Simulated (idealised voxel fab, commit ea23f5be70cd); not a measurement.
The document below concerns the process module designated voxel gate over fins.
The width of the displayed cross-section, cut, is 245 nm; its cells are square, with a size of 5 nm.
Cross-section format: a grid of square cells, given as bands from top to bottom; each band is one or more rows of cells.
Within each band entry, the heights of the top and of the bottom of the band appear first, in that order and in nm; the materials of the band then follow from left to right, each with its corresponding width in nm. The designation "throughout" on a single material indicates that it fills the band from edge to edge; the designation "blank" indicates empty space.
Height datum 0, below which the as-received substrate wafer is one material. Lowest band open at the bottom, running downward: "0 down".
With a width like "30->40", each row of cells in the band differs from the next by the same amount, the top row carrying the first number and the bottom row the second.
"stayed the same" after a step means that no cell of the cross-section changed.
"Enclosed voids" lists enclosed empty spaces (at least 8 cells, no open path upward to the top), each as width x height at distance from the left edge, in nm.
On each step's line, the part that comes after the settings is the simulator's own comment on the step.
overlay nm: for a step with a mask, the amount by which the mask lay right of where it was planned; a negative amount means left of it.
Pairs from here to the end. Each: cross-section before one process step, cross-section after it, the latter only as far down as the lowest band that changed. Under each: the step between, and its settings. Mind that the pairs may be taken from different runs of this module on the same starting wafer; whether a pair continues from the pair above depends on its entry headed "Pre-step cross-section", and it does only where that entry says so.

Pre-step cross-section:
* 5 to 0 | blank (70) / SiN (15) / blank (20) / SiN (15) / blank (20) / SiN (15) / blank (90)
* 0 to -30 | blank (70) / Si (25) / blank (10) / Si (25) / blank (10) / Si (25) / blank (80)
* -30 down | Si throughout
* Enclosed voids: none

Post-Step Snapshot:
* 5 to 0 | blank (70) / SiN (15) / blank (20) / SiN (15) / blank (20) / SiN (15) / blank (90)
* 0 to -5 | blank (70) / SiO2 (5) / Si (5) / SiO2 (15) / blank (10) / SiO2 (5) / Si (5) / SiO2 (15) / blank (10) / SiO2 (5) / Si (5) / SiO2 (15) / blank (80)
* -5 to -30 | blank (70) / SiO2 (5) / Si (15) / SiO2 (5) / blank (10) / SiO2 (5) / Si (15) / SiO2 (5) / blank (10) / SiO2 (5) / Si (15) / SiO2 (5) / blank (80)
* -30 to -35 | SiO2 (75) / Si (15) / SiO2 (20) / Si (15) / SiO2 (20) / Si (15) / SiO2 (85)
* Whatever lies below -35 is exactly as it was before.
* Enclosed voids: none
The before and after cross-sections above differ by one step: op OXIDIZE | depth nm 5

Pre-step cross-section: the cross-section after the pair above

Post-Step Snapshot:
* 20 to 5 | SiO2 throughout
* 5 to 0 | SiO2 (70) / SiN (15) / SiO2 (20) / SiN (15) / SiO2 (20) / SiN (15) / SiO2 (90)
* 0 to -5 | SiO2 (75) / Si (5) / SiO2 (30) / Si (5) / SiO2 (30) / Si (5) / SiO2 (95)
* -5 to -35 | SiO2 (75) / Si (15) / SiO2 (20) / Si (15) / SiO2 (20) / Si (15) / SiO2 (85)
* Whatever lies below -35 is exactly as it was before.
* Enclosed voids: none
The before and after cross-sections above differ by one step: op FILL_DEP | material SiO2 | thk nm 15

Pre-step cross-section: the cross-section after the pair above

Post-Step Snapshot:
* 5 to 0 | SiO2 (70) / SiN (15) / SiO2 (20) / SiN (15) / SiO2 (20) / SiN (15) / SiO2 (90)
* Whatever lies below 0 is exactly as it was before.
* Enclosed voids: none
The before and after cross-sections above differ by one step: op CMP | height nm 5

Pre-step cross-section: the cross-section after the pair above

Post-Step Snapshot:
* 5 to 0 | blank (70) / SiN (15) / blank (20) / SiN (15) / blank (20) / SiN (15) / blank (90)
* 0 to -10 | blank (75) / Si (5->15) / blank (30->20) / Si (5->15) / blank (30->20) / Si (5->15) / blank (95->85)
* Whatever lies below -10 is exactly as it was before.
* Enclosed voids: none
The before and after cross-sections above differ by one step: op SELECTIVE_ETCH | etch materials SiO2 | depth nm 15

Pre-step cross-section: the cross-section after the pair above

Post-Step Snapshot:
* 0 to -10 | blank (75) / Si (5->15) / blank (30->20) / Si (5->15) / blank (30->20) / Si (5->15) / blank (95->85)
* Whatever lies below -10 is exactly as it was before.
* Enclosed voids: none
The before and after cross-sections above differ by one step: op STRIP | etch materials SiN

Pre-step cross-section: the cross-section after the pair above

Post-Step Snapshot:
* 5 to 0 | blank (70) / HfO2 (15) / blank (20) / HfO2 (15) / blank (20) / HfO2 (15) / blank (90)
* 0 to -5 | blank (70) / HfO2 (5) / Si (5) / HfO2 (15) / blank (10) / HfO2 (5) / Si (5) / HfO2 (15) / blank (10) / HfO2 (5) / Si (5) / HfO2 (15) / blank (80)
* -5 to -10 | HfO2 (75) / Si (15) / HfO2 (20) / Si (15) / HfO2 (20) / Si (15) / HfO2 (85)
* Whatever lies below -10 is exactly as it was before.
* Enclosed voids: none
The before and after cross-sections above differ by one step: op CONFORMAL_DEP | material HfO2 | thk nm 5

Pre-step cross-section: the cross-section after the pair above

Post-Step Snapshot:
* 10 to 5 | blank (65) / TiN (25) / blank (10) / TiN (25) / blank (10) / TiN (25) / blank (85)
* 5 to 0 | blank (65) / TiN (5) / HfO2 (15) / TiN (20) / HfO2 (15) / TiN (20) / HfO2 (15) / TiN (15) / blank (75)
* 0 to -5 | TiN (70) / HfO2 (5) / Si (5) / HfO2 (15) / TiN (10) / HfO2 (5) / Si (5) / HfO2 (15) / TiN (10) / HfO2 (5) / Si (5) / HfO2 (15) / TiN (80)
* Whatever lies below -5 is exactly as it was before.
* Enclosed voids: none
The before and after cross-sections above differ by one step: op CONFORMAL_DEP | material TiN | thk nm 5

Pre-step cross-section: the cross-section after the pair above

Post-Step Snapshot:
* 25 to 10 | W throughout
* 10 to 5 | W (65) / TiN (25) / W (10) / TiN (25) / W (10) / TiN (25) / W (85)
* 5 to 0 | W (65) / TiN (5) / HfO2 (15) / TiN (20) / HfO2 (15) / TiN (20) / HfO2 (15) / TiN (15) / W (75)
* Whatever lies below 0 is exactly as it was before.
* Enclosed voids: none
The before and after cross-sections above differ by one step: op FILL_DEP | material W | thk nm 15

Pre-step cross-section: the cross-section after the pair above

Post-Step Snapshot:
* 20 to 10 | W throughout
* Whatever lies below 10 is exactly as it was before.
* Enclosed voids: none
The before and after cross-sections above differ by one step: op CMP | height nm 20

Pre-step cross-section: the cross-section after the pair above

Post-Step Snapshot:
* 30 to 20 | SiCN throughout
* Whatever lies below 20 is exactly as it was before.
* Enclosed voids: none
The before and after cross-sections above differ by one step: op CONFORMAL_DEP | material SiCN | thk nm 10

Pre-step cross-section:
* 20 to 10 | W throughout
* 10 to 5 | W (75) / TiN (25) / W (10) / TiN (25) / W (10) / TiN (25) / W (75)
* 5 to 0 | W (75) / TiN (5) / HfO2 (15) / TiN (5) / W (10) / TiN (5) / HfO2 (15) / TiN (5) / W (10) / TiN (5) / HfO2 (15) / TiN (5) / W (75)
* 0 to -5 | TiN (80) / HfO2 (5) / Si (5) / HfO2 (5) / TiN (20) / HfO2 (5) / Si (5) / HfO2 (5) / TiN (20) / HfO2 (5) / Si (5) / HfO2 (5) / TiN (80)
* -5 to -10 | HfO2 (85) / Si (5) / HfO2 (30) / Si (5) / HfO2 (30) / Si (5) / HfO2 (85)
* -10 to -35 | SiO2 (85) / Si (5) / SiO2 (30) / Si (5) / SiO2 (30) / Si (5) / SiO2 (85)
* -35 down | Si throughout
* Enclosed voids: none

Post-Step Snapshot:
* 30 to 20 | HfO2 throughout
* Whatever lies below 20 is exactly as it was before.
* Enclosed voids: none
The before and after cross-sections above differ by one step: op CONFORMAL_DEP | material HfO2 | thk nm 10

Pre-step cross-section:
* 5 to 0 | SiN throughout
* 0 down | Si throughout
* Enclosed voids: none

Post-Step Snapshot:
* 5 to 0 | SiN (80) / blank (15) / SiN (20) / blank (15) / SiN (20) / blank (15) / SiN (80)
* Whatever lies below 0 is exactly as it was before.
* Enclosed voids: none
The before and after cross-sections above differ by one step: op MASKED_ETCH | tone open | mask id FINS | width nm 15 | pitch nm 35 | etch materials SiN | depth nm 5 | overlay nm 0

Pre-step cross-section: the cross-section after the pair above

Post-Step Snapshot:
* 5 to 0 | SiN (80) / blank (15) / SiN (20) / blank (15) / SiN (20) / blank (15) / SiN (80)
* 0 to -5 | Si (75) / SiO2 (25) / Si (10) / SiO2 (25) / Si (10) / SiO2 (25) / Si (75)
* Whatever lies below -5 is exactly as it was before.
* Enclosed voids: none
The before and after cross-sections above differ by one step: op OXIDIZE | depth nm 5

Pre-step cross-section: the cross-section after the pair above

Post-Step Snapshot:
* 20 to 5 | SiO2 throughout
* 5 to 0 | SiN (80) / SiO2 (15) / SiN (20) / SiO2 (15) / SiN (20) / SiO2 (15) / SiN (80)
* Whatever lies below 0 is exactly as it was before.
* Enclosed voids: none
The before and after cross-sections above differ by one step: op FILL_DEP | material SiO2 | thk nm 15

Pre-step cross-section: the cross-section after the pair above

Post-Step Snapshot:
* 5 to 0 | SiN (80) / SiO2 (15) / SiN (20) / SiO2 (15) / SiN (20) / SiO2 (15) / SiN (80)
* Whatever lies below 0 is exactly as it was before.
* Enclosed voids: none
The before and after cross-sections above differ by one step: op CMP | height nm 5

Pre-step cross-section: the cross-section after the pair above

Post-Step Snapshot:
* 5 to 0 | SiN (80) / blank (15) / SiN (20) / blank (15) / SiN (20) / blank (15) / SiN (80)
* 0 to -5 | Si (75) / blank (25) / Si (10) / blank (25) / Si (10) / blank (25) / Si (75)
* Whatever lies below -5 is exactly as it was before.
* Enclosed voids: none
The before and after cross-sections above differ by one step: op SELECTIVE_ETCH | etch materials SiO2 | depth nm 15

Pre-step cross-section: the cross-section after the pair above

Post-Step Snapshot:
* 0 to -5 | Si (75) / blank (25) / Si (10) / blank (25) / Si (10) / blank (25) / Si (75)
* Whatever lies below -5 is exactly as it was before.
* Enclosed voids: none
The before and after cross-sections above differ by one step: op STRIP | etch materials SiN

Pre-step cross-section: the cross-section after the pair above

Post-Step Snapshot:
* 5 to 0 | HfO2 (80) / blank (15) / HfO2 (20) / blank (15) / HfO2 (20) / blank (15) / HfO2 (80)
* 0 to -5 | Si (75) / HfO2 (25) / Si (10) / HfO2 (25) / Si (10) / HfO2 (25) / Si (75)
* Whatever lies below -5 is exactly as it was before.
* Enclosed voids: none
The before and after cross-sections above differ by one step: op CONFORMAL_DEP | material HfO2 | thk nm 5

Pre-step cross-section: the cross-section after the pair above

Post-Step Snapshot:
* 10 to 5 | TiN (85) / blank (5) / TiN (30) / blank (5) / TiN (30) / blank (5) / TiN (85)
* 5 to 0 | HfO2 (80) / TiN (15) / HfO2 (20) / TiN (15) / HfO2 (20) / TiN (15) / HfO2 (80)
* Whatever lies below 0 is exactly as it was before.
* Enclosed voids: none
The before and after cross-sections above differ by one step: op CONFORMAL_DEP | material TiN | thk nm 5

Pre-step cross-section: the cross-section after the pair above

Post-Step Snapshot:
* 25 to 10 | W throughout
* 10 to 5 | TiN (85) / W (5) / TiN (30) / W (5) / TiN (30) / W (5) / TiN (85)
* Whatever lies below 5 is exactly as it was before.
* Enclosed voids: none
The before and after cross-sections above differ by one step: op FILL_DEP | material W | thk nm 15

Pre-step cross-section: the cross-section after the pair above

Post-Step Snapshot:
* 20 to 10 | W throughout
* Whatever lies below 10 is exactly as it was before.
* Enclosed voids: none
The before and after cross-sections above differ by one step: op CMP | height nm 20

Pre-step cross-section: the cross-section after the pair above

Post-Step Snapshot:
* 30 to 20 | SiCN throughout
* Whatever lies below 20 is exactly as it was before.
* Enclosed voids: none
The before and after cross-sections above differ by one step: op CONFORMAL_DEP | material SiCN | thk nm 10
